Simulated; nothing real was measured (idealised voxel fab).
Process module, titled voxel lift off
For reference, the cross-section in this document is cut, with width 295 nm and square cells of 5 nm.
Cross-section, as written here: a square-cell grid given band by band from the top down, where a band holds one or more rows of cells. For a band, the entry starts with two heights in nm, that of the top and then that of the bottom, and carries on with the band's materials in order from left to right, each alongside its width in nm; the word "everywhere" beside a single material means it fills the band edge to edge, and "empty" means empty space. Below 0: as-received wafer, all one material; heights counted from there. Lowest band: no bottom, goes on down, written "0 down". Quick explanation for "30->40": the width changes in equal steps down the rows of cells, from the first number in the band's top row to the second number in its bottom row. For the purposes of this document, the phrase "no modification" attached to a step denotes that no cell within the cross-section was modified by that step. So "Enclosed void inventory" is basically the list of trapped voids: any empty space of 8 cells or more that can't reach the top through an opening. They're written width x height at distance, the distance being from the left edge, and it's all nm. That trailing text on a step's line, after the settings, is the simulator's own remark on the step. overlay nm: for a step with a mask, the amount by which the mask lay right of where it was planned; a negative amount means left of it.
### Process steps - plan
1) op RECEIVE | material Si
2) op CONFORMAL_DEP | material SiO2 | thk nm 15
3) op PATTERN | tone open | mask id LINES | material resist | width nm 15 | pitch nm 35 | thk nm 25 | overlay nm 0
4) op DIRECTIONAL_DEP | material Ru | thk nm 15
5) op STRIP | etch materials resist
6) op CONFORMAL_DEP | material SiN | thk nm 5
The thk nm used in step 6 is not the same on every wafer, whereas the starting condition is; the value printed in the plan is the first wafer's.
### Cross-section of the first of several wafers on receipt, reflecting completion of step 1
> 0 down: Si everywhere
> Enclosed void inventory: none
### So in this table every wafer gets its own row, and what you see is where it stands at the end of the module: for each material, how many cells it picked up (+) or gave up (-) since we received it, and after that its closed voids
thk nm 5, +36 Ru, +83 SiN, +177 SiO2, Enclosed void inventory: none
thk nm 10, +36 Ru, +166 SiN, +177 SiO2, Enclosed void inventory: none
thk nm 15, +36 Ru, +231 SiN, +177 SiO2, Enclosed void inventory: none
thk nm 20, +36 Ru, +296 SiN, +177 SiO2, Enclosed void inventory: none
